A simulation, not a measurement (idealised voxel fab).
process module | voxel wiring stack
cross-section cut | 300 nm wide | cells 5 nm
A cross-section is a grid of square cells, given in bands from the top down. A band is one or more rows of cells.
Each band's line starts with the height of the band's top and of its bottom, in nm. Then come its materials from left to right, each with its width in nm. One material with "throughout" fills the band from edge to edge. "air" is empty space.
Height 0 is the level under which the wafer as received is all one material. The lowest band goes on downwards, as in "0 down".
A width such as "30 to 40" changes by the same amount from each row of cells to the next, from the band's top row to its bottom row.
"no change" after a step means that no cell of the cross-section changed.
closed voids: empty space of 8 cells or more with no open way to the top, each as width x height at its distance from the left edge, in nm
after a step's settings: what the simulator itself notes on the step
overlay nm, on a step with a mask: how far to the right of its planned place the mask lay; to the left if negative
plan
1 op RECEIVE | material Si
2 op CONFORMAL_DEP | material SiO2 | thk nm 15
3 op DIRECTIONAL_DEP | material TiN | thk nm 5
4 op DIRECTIONAL_DEP | material Ru | thk nm 25
5 op PATTERN | tone cover | mask id METAL_1 | material resist | width nm 20 | pitch nm 35 | thk nm 20 | overlay nm 0
6 op DIRECTIONAL_ETCH | etch materials Ru | depth nm 25
7 op DIRECTIONAL_ETCH | etch materials TiN | depth nm 5
8 op STRIP | etch materials resist
9 op FILL_DEP | material SiO2 | thk nm 5
10 op CMP | height nm 45
11 op CONFORMAL_DEP | material SiCN | thk nm 5
12 op DIRECTIONAL_DEP | material SiO2 | thk nm 30
13 op PATTERN | tone open | mask id METAL_2_HOLES | material resist | width nm 15 | pitch nm 35 | thk nm 20 | overlay nm 0
14 op DIRECTIONAL_ETCH | etch materials SiO2 | depth nm 30
15 op STRIP | etch materials resist
16 op PATTERN | tone open | mask id METAL_2 | material resist | width nm 20 | pitch nm 35 | thk nm 20 | overlay nm 0
17 op DIRECTIONAL_ETCH | etch materials SiO2 | depth nm 15
18 op DIRECTIONAL_ETCH | etch materials SiCN | depth nm 5
19 op STRIP | etch materials resist
20 op CONFORMAL_DEP | material TiN | thk nm 5
21 op FILL_DEP | material Cu | thk nm 10
22 op CMP | height nm 80
23 op CONFORMAL_DEP | material SiCN | thk nm 5
24 op DIRECTIONAL_DEP | material SiO2 | thk nm 10
25 op MASKED_ETCH | tone open | mask id PLUG_2 | width nm 15 | pitch nm 35 | etch materials SiO2 | depth nm 10 | overlay nm 0
26 op MASKED_ETCH | tone open | mask id PLUG_2 | width nm 15 | pitch nm 35 | etch materials SiCN | depth nm 5 | overlay nm 0
27 op EPI | material Ru | thk nm 10
28 op EPI | material Ru | thk nm 5
29 op DIRECTIONAL_DEP | material TiN | thk nm 5
30 op DIRECTIONAL_DEP | material Ru | thk nm 20
31 op MASKED_ETCH | tone cover | mask id METAL_3 | width nm 20 | pitch nm 35 | etch materials Ru | depth nm 20 | overlay nm 0
32 op MASKED_ETCH | tone cover | mask id METAL_3 | width nm 20 | pitch nm 35 | etch materials TiN | depth nm 5 | overlay nm 0
33 op FILL_DEP | material SiO2 | thk nm 10
34 op CMP | height nm 120
35 op CONFORMAL_DEP | material SiCN | thk nm 5
36 op DIRECTIONAL_DEP | material SiO2 | thk nm 20
37 op DIRECTIONAL_DEP | material aC | thk nm 10
38 op PATTERN | tone open | mask id PLUG_3 | material resist | width nm 15 | pitch nm 35 | thk nm 25 | overlay nm 0
39 op DIRECTIONAL_ETCH | etch materials aC | depth nm 10
40 op STRIP | etch materials resist
41 op DIRECTIONAL_ETCH | etch materials SiO2 | depth nm 20
42 op DIRECTIONAL_ETCH | etch materials SiCN | depth nm 5
43 op STRIP | etch materials aC
44 op CONFORMAL_DEP | material TiN | thk nm 5
45 op FILL_DEP | material Cu | thk nm 10
46 op CMP | height nm 145
47 op DIRECTIONAL_DEP | material TiN | thk nm 5
48 op DIRECTIONAL_DEP | material W | thk nm 25
49 op MASKED_ETCH | tone cover | mask id METAL_4 | width nm 20 | pitch nm 35 | etch materials W | depth nm 25 | overlay nm 0
50 op MASKED_ETCH | tone cover | mask id METAL_4 | width nm 20 | pitch nm 35 | etch materials TiN | depth nm 5 | overlay nm 0
51 op CONFORMAL_DEP | material SiN | thk nm 5
52 op FILL_DEP | material lowk | thk nm 5
53 op CMP | height nm 175
54 op CONFORMAL_DEP | material SiN | thk nm 5
first wafer, as planned
as received, after step 1
  0 down: Si throughout
  closed voids: none
after step 2
  15 to 0: SiO2 throughout
  below 0: unchanged
after step 3
  20 to 15: TiN throughout
  below 15: unchanged
after step 4
  45 to 20: Ru throughout
  below 20: unchanged
after step 5
  65 to 45: air 85 | resist 20 | air 15 | resist 20 | air 15 | resist 20 | air 15 | resist 20 | air 90
  below 45: unchanged
after step 6
  65 to 45: air 85 | resist 20 | air 15 | resist 20 | air 15 | resist 20 | air 15 | resist 20 | air 90
  45 to 20: air 85 | Ru 20 | air 15 | Ru 20 | air 15 | Ru 20 | air 15 | Ru 20 | air 90
  below 20: unchanged
after step 7
  65 to 45: air 85 | resist 20 | air 15 | resist 20 | air 15 | resist 20 | air 15 | resist 20 | air 90
  45 to 20: air 85 | Ru 20 | air 15 | Ru 20 | air 15 | Ru 20 | air 15 | Ru 20 | air 90
  20 to 15: air 85 | TiN 20 | air 15 | TiN 20 | air 15 | TiN 20 | air 15 | TiN 20 | air 90
  below 15: unchanged
after step 8
  45 to 20: air 85 | Ru 20 | air 15 | Ru 20 | air 15 | Ru 20 | air 15 | Ru 20 | air 90
  below 20: unchanged
after step 9
  50 to 45: SiO2 throughout
  45 to 20: SiO2 85 | Ru 20 | SiO2 15 | Ru 20 | SiO2 15 | Ru 20 | SiO2 15 | Ru 20 | SiO2 90
  20 to 15: SiO2 85 | TiN 20 | SiO2 15 | TiN 20 | SiO2 15 | TiN 20 | SiO2 15 | TiN 20 | SiO2 90
  below 15: unchanged
after step 10
  45 to 20: SiO2 85 | Ru 20 | SiO2 15 | Ru 20 | SiO2 15 | Ru 20 | SiO2 15 | Ru 20 | SiO2 90
  below 20: unchanged
after step 11
  50 to 45: SiCN throughout
  below 45: unchanged
after step 12
  80 to 50: SiO2 throughout
  below 50: unchanged
after step 13
  100 to 80: resist 85 | air 15 | resist 20 | air 15 | resist 20 | air 15 | resist 20 | air 15 | resist 95
  below 80: unchanged
after step 14
  100 to 80: resist 85 | air 15 | resist 20 | air 15 | resist 20 | air 15 | resist 20 | air 15 | resist 95
  80 to 50: SiO2 85 | air 15 | SiO2 20 | air 15 | SiO2 20 | air 15 | SiO2 20 | air 15 | SiO2 95
  below 50: unchanged
after step 15
  80 to 50: SiO2 85 | air 15 | SiO2 20 | air 15 | SiO2 20 | air 15 | SiO2 20 | air 15 | SiO2 95
  below 50: unchanged
after step 16
  100 to 80: resist 85 | air 20 | resist 15 | air 20 | resist 15 | air 20 | resist 15 | air 20 | resist 90
  below 80: unchanged
after step 17
  100 to 80: resist 85 | air 20 | resist 15 | air 20 | resist 15 | air 20 | resist 15 | air 20 | resist 90
  80 to 65: SiO2 85 | air 20 | SiO2 15 | air 20 | SiO2 15 | air 20 | SiO2 15 | air 20 | SiO2 90
  below 65: unchanged
after step 18
  100 to 80: resist 85 | air 20 | resist 15 | air 20 | resist 15 | air 20 | resist 15 | air 20 | resist 90
  80 to 65: SiO2 85 | air 20 | SiO2 15 | air 20 | SiO2 15 | air 20 | SiO2 15 | air 20 | SiO2 90
  65 to 50: SiO2 85 | air 15 | SiO2 20 | air 15 | SiO2 20 | air 15 | SiO2 20 | air 15 | SiO2 95
  50 to 45: SiCN 85 | air 15 | SiCN 20 | air 15 | SiCN 20 | air 15 | SiCN 20 | air 15 | SiCN 95
  below 45: unchanged
after step 19
  80 to 65: SiO2 85 | air 20 | SiO2 15 | air 20 | SiO2 15 | air 20 | SiO2 15 | air 20 | SiO2 90
  below 65: unchanged
after step 20
  85 to 80: TiN 90 | air 10 | TiN 25 | air 10 | TiN 25 | air 10 | TiN 25 | air 10 | TiN 95
  80 to 70: SiO2 85 | TiN 5 | air 10 | TiN 5 | SiO2 15 | TiN 5 | air 10 | TiN 5 | SiO2 15 | TiN 5 | air 10 | TiN 5 | SiO2 15 | TiN 5 | air 10 | TiN 5 | SiO2 90
  70 to 65: SiO2 85 | TiN 5 | air 5 | TiN 10 | SiO2 15 | TiN 5 | air 5 | TiN 10 | SiO2 15 | TiN 5 | air 5 | TiN 10 | SiO2 15 | TiN 5 | air 5 | TiN 10 | SiO2 90
  65 to 50: SiO2 85 | TiN 5 | air 5 | TiN 5 | SiO2 20 | TiN 5 | air 5 | TiN 5 | SiO2 20 | TiN 5 | air 5 | TiN 5 | SiO2 20 | TiN 5 | air 5 | TiN 5 | SiO2 95
  50 to 45: SiCN 85 | TiN 15 | SiCN 20 | TiN 15 | SiCN 20 | TiN 15 | SiCN 20 | TiN 15 | SiCN 95
  below 45: unchanged
after step 21
  95 to 85: Cu throughout
  85 to 80: TiN 90 | Cu 10 | TiN 25 | Cu 10 | TiN 25 | Cu 10 | TiN 25 | Cu 10 | TiN 95
  80 to 70: SiO2 85 | TiN 5 | Cu 10 | TiN 5 | SiO2 15 | TiN 5 | Cu 10 | TiN 5 | SiO2 15 | TiN 5 | Cu 10 | TiN 5 | SiO2 15 | TiN 5 | Cu 10 | TiN 5 | SiO2 90
  70 to 65: SiO2 85 | TiN 5 | Cu 5 | TiN 10 | SiO2 15 | TiN 5 | Cu 5 | TiN 10 | SiO2 15 | TiN 5 | Cu 5 | TiN 10 | SiO2 15 | TiN 5 | Cu 5 | TiN 10 | SiO2 90
  65 to 50: SiO2 85 | TiN 5 | Cu 5 | TiN 5 | SiO2 20 | TiN 5 | Cu 5 | TiN 5 | SiO2 20 | TiN 5 | Cu 5 | TiN 5 | SiO2 20 | TiN 5 | Cu 5 | TiN 5 | SiO2 95
  below 50: unchanged
after step 22
  80 to 70: SiO2 85 | TiN 5 | Cu 10 | TiN 5 | SiO2 15 | TiN 5 | Cu 10 | TiN 5 | SiO2 15 | TiN 5 | Cu 10 | TiN 5 | SiO2 15 | TiN 5 | Cu 10 | TiN 5 | SiO2 90
  below 70: unchanged
after step 23
  85 to 80: SiCN throughout
  below 80: unchanged
after step 24
  95 to 85: SiO2 throughout
  below 85: unchanged
after step 25
  95 to 85: SiO2 85 | air 15 | SiO2 20 | air 15 | SiO2 20 | air 15 | SiO2 20 | air 15 | SiO2 95
  below 85: unchanged
after step 26
  95 to 85: SiO2 85 | air 15 | SiO2 20 | air 15 | SiO2 20 | air 15 | SiO2 20 | air 15 | SiO2 95
  85 to 80: SiCN 85 | air 15 | SiCN 20 | air 15 | SiCN 20 | air 15 | SiCN 20 | air 15 | SiCN 95
  below 80: unchanged
after step 27
  95 to 90: SiO2 85 | air 15 | SiO2 20 | air 15 | SiO2 20 | air 15 | SiO2 20 | air 15 | SiO2 95
  90 to 85: SiO2 85 | Ru 15 | SiO2 20 | Ru 15 | SiO2 20 | Ru 15 | SiO2 20 | Ru 15 | SiO2 95
  85 to 80: SiCN 85 | Ru 15 | SiCN 20 | Ru 15 | SiCN 20 | Ru 15 | SiCN 20 | Ru 15 | SiCN 95
  below 80: unchanged
after step 28
  95 to 85: SiO2 85 | Ru 15 | SiO2 20 | Ru 15 | SiO2 20 | Ru 15 | SiO2 20 | Ru 15 | SiO2 95
  below 85: unchanged
after step 29
  100 to 95: TiN throughout
  below 95: unchanged
after step 30
  120 to 100: Ru throughout
  below 100: unchanged
after step 31
  120 to 100: air 85 | Ru 20 | air 15 | Ru 20 | air 15 | Ru 20 | air 15 | Ru 20 | air 90
  below 100: unchanged
after step 32
  120 to 100: air 85 | Ru 20 | air 15 | Ru 20 | air 15 | Ru 20 | air 15 | Ru 20 | air 90
  100 to 95: air 85 | TiN 20 | air 15 | TiN 20 | air 15 | TiN 20 | air 15 | TiN 20 | air 90
  below 95: unchanged
after step 33
  130 to 120: SiO2 throughout
  120 to 100: SiO2 85 | Ru 20 | SiO2 15 | Ru 20 | SiO2 15 | Ru 20 | SiO2 15 | Ru 20 | SiO2 90
  100 to 95: SiO2 85 | TiN 20 | SiO2 15 | TiN 20 | SiO2 15 | TiN 20 | SiO2 15 | TiN 20 | SiO2 90
  below 95: unchanged
after step 34
  120 to 100: SiO2 85 | Ru 20 | SiO2 15 | Ru 20 | SiO2 15 | Ru 20 | SiO2 15 | Ru 20 | SiO2 90
  below 100: unchanged
after step 35
  125 to 120: SiCN throughout
  below 120: unchanged
after step 36
  145 to 125: SiO2 throughout
  below 125: unchanged
after step 37
  155 to 145: aC throughout
  below 145: unchanged
after step 38
  180 to 155: resist 85 | air 15 | resist 20 | air 15 | resist 20 | air 15 | resist 20 | air 15 | resist 95
  below 155: unchanged
after step 39
  170 to 155: resist 85 | air 15 | resist 20 | air 15 | resist 20 | air 15 | resist 20 | air 15 | resist 95
  155 to 145: aC 85 | air 15 | aC 20 | air 15 | aC 20 | air 15 | aC 20 | air 15 | aC 95
  below 145: unchanged
after step 40
  155 to 145: aC 85 | air 15 | aC 20 | air 15 | aC 20 | air 15 | aC 20 | air 15 | aC 95
  below 145: unchanged
after step 41
  155 to 145: aC 85 | air 15 | aC 20 | air 15 | aC 20 | air 15 | aC 20 | air 15 | aC 95
  145 to 125: SiO2 85 | air 15 | SiO2 20 | air 15 | SiO2 20 | air 15 | SiO2 20 | air 15 | SiO2 95
  below 125: unchanged
after step 42
  155 to 145: aC 85 | air 15 | aC 20 | air 15 | aC 20 | air 15 | aC 20 | air 15 | aC 95
  145 to 125: SiO2 85 | air 15 | SiO2 20 | air 15 | SiO2 20 | air 15 | SiO2 20 | air 15 | SiO2 95
  125 to 120: SiCN 85 | air 15 | SiCN 20 | air 15 | SiCN 20 | air 15 | SiCN 20 | air 15 | SiCN 95
  below 120: unchanged
after step 43
  145 to 125: SiO2 85 | air 15 | SiO2 20 | air 15 | SiO2 20 | air 15 | SiO2 20 | air 15 | SiO2 95
  below 125: unchanged
after step 44
  150 to 145: TiN 90 | air 5 | TiN 30 | air 5 | TiN 30 | air 5 | TiN 30 | air 5 | TiN 100
  145 to 125: SiO2 85 | TiN 5 | air 5 | TiN 5 | SiO2 20 | TiN 5 | air 5 | TiN 5 | SiO2 20 | TiN 5 | air 5 | TiN 5 | SiO2 20 | TiN 5 | air 5 | TiN 5 | SiO2 95
  125 to 120: SiCN 85 | TiN 15 | SiCN 20 | TiN 15 | SiCN 20 | TiN 15 | SiCN 20 | TiN 15 | SiCN 95
  below 120: unchanged
after step 45
  160 to 150: Cu throughout
  150 to 145: TiN 90 | Cu 5 | TiN 30 | Cu 5 | TiN 30 | Cu 5 | TiN 30 | Cu 5 | TiN 100
  145 to 125: SiO2 85 | TiN 5 | Cu 5 | TiN 5 | SiO2 20 | TiN 5 | Cu 5 | TiN 5 | SiO2 20 | TiN 5 | Cu 5 | TiN 5 | SiO2 20 | TiN 5 | Cu 5 | TiN 5 | SiO2 95
  below 125: unchanged
after step 46
  145 to 125: SiO2 85 | TiN 5 | Cu 5 | TiN 5 | SiO2 20 | TiN 5 | Cu 5 | TiN 5 | SiO2 20 | TiN 5 | Cu 5 | TiN 5 | SiO2 20 | TiN 5 | Cu 5 | TiN 5 | SiO2 95
  below 125: unchanged
after step 47
  150 to 145: TiN throughout
  below 145: unchanged
after step 48
  175 to 150: W throughout
  below 150: unchanged
after step 49
  175 to 150: air 85 | W 20 | air 15 | W 20 | air 15 | W 20 | air 15 | W 20 | air 90
  below 150: unchanged
after step 50
  175 to 150: air 85 | W 20 | air 15 | W 20 | air 15 | W 20 | air 15 | W 20 | air 90
  150 to 145: air 85 | TiN 20 | air 15 | TiN 20 | air 15 | TiN 20 | air 15 | TiN 20 | air 90
  below 145: unchanged
after step 51
  180 to 175: air 80 | SiN 30 | air 5 | SiN 30 | air 5 | SiN 30 | air 5 | SiN 30 | air 85
  175 to 150: air 80 | SiN 5 | W 20 | SiN 5 | air 5 | SiN 5 | W 20 | SiN 5 | air 5 | SiN 5 | W 20 | SiN 5 | air 5 | SiN 5 | W 20 | SiN 5 | air 85
  150 to 145: SiN 85 | TiN 20 | SiN 15 | TiN 20 | SiN 15 | TiN 20 | SiN 15 | TiN 20 | SiN 90
  below 145: unchanged
after step 52
  185 to 180: lowk throughout
  180 to 175: lowk 80 | SiN 30 | lowk 5 | SiN 30 | lowk 5 | SiN 30 | lowk 5 | SiN 30 | lowk 85
  175 to 150: lowk 80 | SiN 5 | W 20 | SiN 5 | lowk 5 | SiN 5 | W 20 | SiN 5 | lowk 5 | SiN 5 | W 20 | SiN 5 | lowk 5 | SiN 5 | W 20 | SiN 5 | lowk 85
  below 150: unchanged
after step 53
  175 to 150: lowk 80 | SiN 5 | W 20 | SiN 5 | lowk 5 | SiN 5 | W 20 | SiN 5 | lowk 5 | SiN 5 | W 20 | SiN 5 | lowk 5 | SiN 5 | W 20 | SiN 5 | lowk 85
  below 150: unchanged
after step 54
  180 to 175: SiN throughout
  below 175: unchanged
second wafer: like start, like plan, one mistake. Through step 1 it matches the first wafer
when step 2 should have ended
  30 to 0: SiO2 throughout
  below 0: unchanged
when step 3 should have ended
  35 to 30: TiN throughout
  below 30: unchanged
when step 4 should have ended
  60 to 35: Ru throughout
  below 35: unchanged
when step 5 should have ended
  80 to 60: air 85 | resist 20 | air 15 | resist 20 | air 15 | resist 20 | air 15 | resist 20 | air 90
  below 60: unchanged
when step 6 should have ended
  80 to 60: air 85 | resist 20 | air 15 | resist 20 | air 15 | resist 20 | air 15 | resist 20 | air 90
  60 to 35: air 85 | Ru 20 | air 15 | Ru 20 | air 15 | Ru 20 | air 15 | Ru 20 | air 90
  below 35: unchanged
when step 7 should have ended
  80 to 60: air 85 | resist 20 | air 15 | resist 20 | air 15 | resist 20 | air 15 | resist 20 | air 90
  60 to 35: air 85 | Ru 20 | air 15 | Ru 20 | air 15 | Ru 20 | air 15 | Ru 20 | air 90
  35 to 30: air 85 | TiN 20 | air 15 | TiN 20 | air 15 | TiN 20 | air 15 | TiN 20 | air 90
  below 30: unchanged
when step 8 should have ended
  60 to 35: air 85 | Ru 20 | air 15 | Ru 20 | air 15 | Ru 20 | air 15 | Ru 20 | air 90
  below 35: unchanged
when step 9 should have ended
  65 to 60: SiO2 throughout
  60 to 35: SiO2 85 | Ru 20 | SiO2 15 | Ru 20 | SiO2 15 | Ru 20 | SiO2 15 | Ru 20 | SiO2 90
  35 to 30: SiO2 85 | TiN 20 | SiO2 15 | TiN 20 | SiO2 15 | TiN 20 | SiO2 15 | TiN 20 | SiO2 90
  below 30: unchanged
when step 10 should have ended
  45 to 35: SiO2 85 | Ru 20 | SiO2 15 | Ru 20 | SiO2 15 | Ru 20 | SiO2 15 | Ru 20 | SiO2 90
  below 35: unchanged
when step 11 should have ended
  50 to 45: SiCN throughout
  below 45: unchanged
when step 12 should have ended
  80 to 50: SiO2 throughout
  below 50: unchanged
when step 13 should have ended
  100 to 80: resist 85 | air 15 | resist 20 | air 15 | resist 20 | air 15 | resist 20 | air 15 | resist 95
  below 80: unchanged
when step 14 should have ended
  100 to 80: resist 85 | air 15 | resist 20 | air 15 | resist 20 | air 15 | resist 20 | air 15 | resist 95
  80 to 50: SiO2 85 | air 15 | SiO2 20 | air 15 | SiO2 20 | air 15 | SiO2 20 | air 15 | SiO2 95
  below 50: unchanged
when step 15 should have ended
  80 to 50: SiO2 85 | air 15 | SiO2 20 | air 15 | SiO2 20 | air 15 | SiO2 20 | air 15 | SiO2 95
  below 50: unchanged
when step 16 should have ended
  100 to 80: resist 85 | air 20 | resist 15 | air 20 | resist 15 | air 20 | resist 15 | air 20 | resist 90
  below 80: unchanged
when step 17 should have ended
  100 to 80: resist 85 | air 20 | resist 15 | air 20 | resist 15 | air 20 | resist 15 | air 20 | resist 90
  80 to 65: SiO2 85 | air 20 | SiO2 15 | air 20 | SiO2 15 | air 20 | SiO2 15 | air 20 | SiO2 90
  below 65: unchanged
when step 18 should have ended
  100 to 80: resist 85 | air 20 | resist 15 | air 20 | resist 15 | air 20 | resist 15 | air 20 | resist 90
  80 to 65: SiO2 85 | air 20 | SiO2 15 | air 20 | SiO2 15 | air 20 | SiO2 15 | air 20 | SiO2 90
  65 to 50: SiO2 85 | air 15 | SiO2 20 | air 15 | SiO2 20 | air 15 | SiO2 20 | air 15 | SiO2 95
  50 to 45: SiCN 85 | air 15 | SiCN 20 | air 15 | SiCN 20 | air 15 | SiCN 20 | air 15 | SiCN 95
  below 45: unchanged
when step 19 should have ended
  80 to 65: SiO2 85 | air 20 | SiO2 15 | air 20 | SiO2 15 | air 20 | SiO2 15 | air 20 | SiO2 90
  below 65: unchanged
when step 20 should have ended
  85 to 80: TiN 90 | air 10 | TiN 25 | air 10 | TiN 25 | air 10 | TiN 25 | air 10 | TiN 95
  80 to 70: SiO2 85 | TiN 5 | air 10 | TiN 5 | SiO2 15 | TiN 5 | air 10 | TiN 5 | SiO2 15 | TiN 5 | air 10 | TiN 5 | SiO2 15 | TiN 5 | air 10 | TiN 5 | SiO2 90
  70 to 65: SiO2 85 | TiN 5 | air 5 | TiN 10 | SiO2 15 | TiN 5 | air 5 | TiN 10 | SiO2 15 | TiN 5 | air 5 | TiN 10 | SiO2 15 | TiN 5 | air 5 | TiN 10 | SiO2 90
  65 to 50: SiO2 85 | TiN 5 | air 5 | TiN 5 | SiO2 20 | TiN 5 | air 5 | TiN 5 | SiO2 20 | TiN 5 | air 5 | TiN 5 | SiO2 20 | TiN 5 | air 5 | TiN 5 | SiO2 95
  50 to 45: SiCN 85 | TiN 15 | SiCN 20 | TiN 15 | SiCN 20 | TiN 15 | SiCN 20 | TiN 15 | SiCN 95
  below 45: unchanged
when step 21 should have ended
  95 to 85: Cu throughout
  85 to 80: TiN 90 | Cu 10 | TiN 25 | Cu 10 | TiN 25 | Cu 10 | TiN 25 | Cu 10 | TiN 95
  80 to 70: SiO2 85 | TiN 5 | Cu 10 | TiN 5 | SiO2 15 | TiN 5 | Cu 10 | TiN 5 | SiO2 15 | TiN 5 | Cu 10 | TiN 5 | SiO2 15 | TiN 5 | Cu 10 | TiN 5 | SiO2 90
  70 to 65: SiO2 85 | TiN 5 | Cu 5 | TiN 10 | SiO2 15 | TiN 5 | Cu 5 | TiN 10 | SiO2 15 | TiN 5 | Cu 5 | TiN 10 | SiO2 15 | TiN 5 | Cu 5 | TiN 10 | SiO2 90
  65 to 50: SiO2 85 | TiN 5 | Cu 5 | TiN 5 | SiO2 20 | TiN 5 | Cu 5 | TiN 5 | SiO2 20 | TiN 5 | Cu 5 | TiN 5 | SiO2 20 | TiN 5 | Cu 5 | TiN 5 | SiO2 95
  below 50: unchanged
when step 22 should have ended
  80 to 70: SiO2 85 | TiN 5 | Cu 10 | TiN 5 | SiO2 15 | TiN 5 | Cu 10 | TiN 5 | SiO2 15 | TiN 5 | Cu 10 | TiN 5 | SiO2 15 | TiN 5 | Cu 10 | TiN 5 | SiO2 90
  below 70: unchanged
when step 23 should have ended
  85 to 80: SiCN throughout
  below 80: unchanged
when step 24 should have ended
  95 to 85: SiO2 throughout
  below 85: unchanged
when step 25 should have ended
  95 to 85: SiO2 85 | air 15 | SiO2 20 | air 15 | SiO2 20 | air 15 | SiO2 20 | air 15 | SiO2 95
  below 85: unchanged
when step 26 should have ended
  95 to 85: SiO2 85 | air 15 | SiO2 20 | air 15 | SiO2 20 | air 15 | SiO2 20 | air 15 | SiO2 95
  85 to 80: SiCN 85 | air 15 | SiCN 20 | air 15 | SiCN 20 | air 15 | SiCN 20 | air 15 | SiCN 95
  below 80: unchanged
when step 27 should have ended
  95 to 90: SiO2 85 | air 15 | SiO2 20 | air 15 | SiO2 20 | air 15 | SiO2 20 | air 15 | SiO2 95
  90 to 85: SiO2 85 | Ru 15 | SiO2 20 | Ru 15 | SiO2 20 | Ru 15 | SiO2 20 | Ru 15 | SiO2 95
  85 to 80: SiCN 85 | Ru 15 | SiCN 20 | Ru 15 | SiCN 20 | Ru 15 | SiCN 20 | Ru 15 | SiCN 95
  below 80: unchanged
when step 28 should have ended
  95 to 85: SiO2 85 | Ru 15 | SiO2 20 | Ru 15 | SiO2 20 | Ru 15 | SiO2 20 | Ru 15 | SiO2 95
  below 85: unchanged
when step 29 should have ended
  100 to 95: TiN throughout
  below 95: unchanged
when step 30 should have ended
  120 to 100: Ru throughout
  below 100: unchanged
when step 31 should have ended
  120 to 100: air 85 | Ru 20 | air 15 | Ru 20 | air 15 | Ru 20 | air 15 | Ru 20 | air 90
  below 100: unchanged
when step 32 should have ended
  120 to 100: air 85 | Ru 20 | air 15 | Ru 20 | air 15 | Ru 20 | air 15 | Ru 20 | air 90
  100 to 95: air 85 | TiN 20 | air 15 | TiN 20 | air 15 | TiN 20 | air 15 | TiN 20 | air 90
  below 95: unchanged
when step 33 should have ended
  130 to 120: SiO2 throughout
  120 to 100: SiO2 85 | Ru 20 | SiO2 15 | Ru 20 | SiO2 15 | Ru 20 | SiO2 15 | Ru 20 | SiO2 90
  100 to 95: SiO2 85 | TiN 20 | SiO2 15 | TiN 20 | SiO2 15 | TiN 20 | SiO2 15 | TiN 20 | SiO2 90
  below 95: unchanged
when step 34 should have ended
  120 to 100: SiO2 85 | Ru 20 | SiO2 15 | Ru 20 | SiO2 15 | Ru 20 | SiO2 15 | Ru 20 | SiO2 90
  below 100: unchanged
when step 35 should have ended
  125 to 120: SiCN throughout
  below 120: unchanged
when step 36 should have ended
  145 to 125: SiO2 throughout
  below 125: unchanged
when step 37 should have ended
  155 to 145: aC throughout
  below 145: unchanged
when step 38 should have ended
  180 to 155: resist 85 | air 15 | resist 20 | air 15 | resist 20 | air 15 | resist 20 | air 15 | resist 95
  below 155: unchanged
when step 39 should have ended
  170 to 155: resist 85 | air 15 | resist 20 | air 15 | resist 20 | air 15 | resist 20 | air 15 | resist 95
  155 to 145: aC 85 | air 15 | aC 20 | air 15 | aC 20 | air 15 | aC 20 | air 15 | aC 95
  below 145: unchanged
when step 40 should have ended
  155 to 145: aC 85 | air 15 | aC 20 | air 15 | aC 20 | air 15 | aC 20 | air 15 | aC 95
  below 145: unchanged
when step 41 should have ended
  155 to 145: aC 85 | air 15 | aC 20 | air 15 | aC 20 | air 15 | aC 20 | air 15 | aC 95
  145 to 125: SiO2 85 | air 15 | SiO2 20 | air 15 | SiO2 20 | air 15 | SiO2 20 | air 15 | SiO2 95
  below 125: unchanged
when step 42 should have ended
  155 to 145: aC 85 | air 15 | aC 20 | air 15 | aC 20 | air 15 | aC 20 | air 15 | aC 95
  145 to 125: SiO2 85 | air 15 | SiO2 20 | air 15 | SiO2 20 | air 15 | SiO2 20 | air 15 | SiO2 95
  125 to 120: SiCN 85 | air 15 | SiCN 20 | air 15 | SiCN 20 | air 15 | SiCN 20 | air 15 | SiCN 95
  below 120: unchanged
when step 43 should have ended
  145 to 125: SiO2 85 | air 15 | SiO2 20 | air 15 | SiO2 20 | air 15 | SiO2 20 | air 15 | SiO2 95
  below 125: unchanged
when step 44 should have ended
  150 to 145: TiN 90 | air 5 | TiN 30 | air 5 | TiN 30 | air 5 | TiN 30 | air 5 | TiN 100
  145 to 125: SiO2 85 | TiN 5 | air 5 | TiN 5 | SiO2 20 | TiN 5 | air 5 | TiN 5 | SiO2 20 | TiN 5 | air 5 | TiN 5 | SiO2 20 | TiN 5 | air 5 | TiN 5 | SiO2 95
  125 to 120: SiCN 85 | TiN 15 | SiCN 20 | TiN 15 | SiCN 20 | TiN 15 | SiCN 20 | TiN 15 | SiCN 95
  below 120: unchanged
when step 45 should have ended
  160 to 150: Cu throughout
  150 to 145: TiN 90 | Cu 5 | TiN 30 | Cu 5 | TiN 30 | Cu 5 | TiN 30 | Cu 5 | TiN 100
  145 to 125: SiO2 85 | TiN 5 | Cu 5 | TiN 5 | SiO2 20 | TiN 5 | Cu 5 | TiN 5 | SiO2 20 | TiN 5 | Cu 5 | TiN 5 | SiO2 20 | TiN 5 | Cu 5 | TiN 5 | SiO2 95
  below 125: unchanged
when step 46 should have ended
  145 to 125: SiO2 85 | TiN 5 | Cu 5 | TiN 5 | SiO2 20 | TiN 5 | Cu 5 | TiN 5 | SiO2 20 | TiN 5 | Cu 5 | TiN 5 | SiO2 20 | TiN 5 | Cu 5 | TiN 5 | SiO2 95
  below 125: unchanged
when step 47 should have ended
  150 to 145: TiN throughout
  below 145: unchanged
when step 48 should have ended
  175 to 150: W throughout
  below 150: unchanged
when step 49 should have ended
  175 to 150: air 85 | W 20 | air 15 | W 20 | air 15 | W 20 | air 15 | W 20 | air 90
  below 150: unchanged
when step 50 should have ended
  175 to 150: air 85 | W 20 | air 15 | W 20 | air 15 | W 20 | air 15 | W 20 | air 90
  150 to 145: air 85 | TiN 20 | air 15 | TiN 20 | air 15 | TiN 20 | air 15 | TiN 20 | air 90
  below 145: unchanged
when step 51 should have ended
  180 to 175: air 80 | SiN 30 | air 5 | SiN 30 | air 5 | SiN 30 | air 5 | SiN 30 | air 85
  175 to 150: air 80 | SiN 5 | W 20 | SiN 5 | air 5 | SiN 5 | W 20 | SiN 5 | air 5 | SiN 5 | W 20 | SiN 5 | air 5 | SiN 5 | W 20 | SiN 5 | air 85
  150 to 145: SiN 85 | TiN 20 | SiN 15 | TiN 20 | SiN 15 | TiN 20 | SiN 15 | TiN 20 | SiN 90
  below 145: unchanged
when step 52 should have ended
  185 to 180: lowk throughout
  180 to 175: lowk 80 | SiN 30 | lowk 5 | SiN 30 | lowk 5 | SiN 30 | lowk 5 | SiN 30 | lowk 85
  175 to 150: lowk 80 | SiN 5 | W 20 | SiN 5 | lowk 5 | SiN 5 | W 20 | SiN 5 | lowk 5 | SiN 5 | W 20 | SiN 5 | lowk 5 | SiN 5 | W 20 | SiN 5 | lowk 85
  below 150: unchanged
when step 53 should have ended
  175 to 150: lowk 80 | SiN 5 | W 20 | SiN 5 | lowk 5 | SiN 5 | W 20 | SiN 5 | lowk 5 | SiN 5 | W 20 | SiN 5 | lowk 5 | SiN 5 | W 20 | SiN 5 | lowk 85
  below 150: unchanged
when step 54 should have ended
  180 to 175: SiN throughout
  below 175: unchanged
what went wrong: step 2 was run twice
at the end the second wafer has, in cells: 48 fewer of Ru | 48 more of SiO2
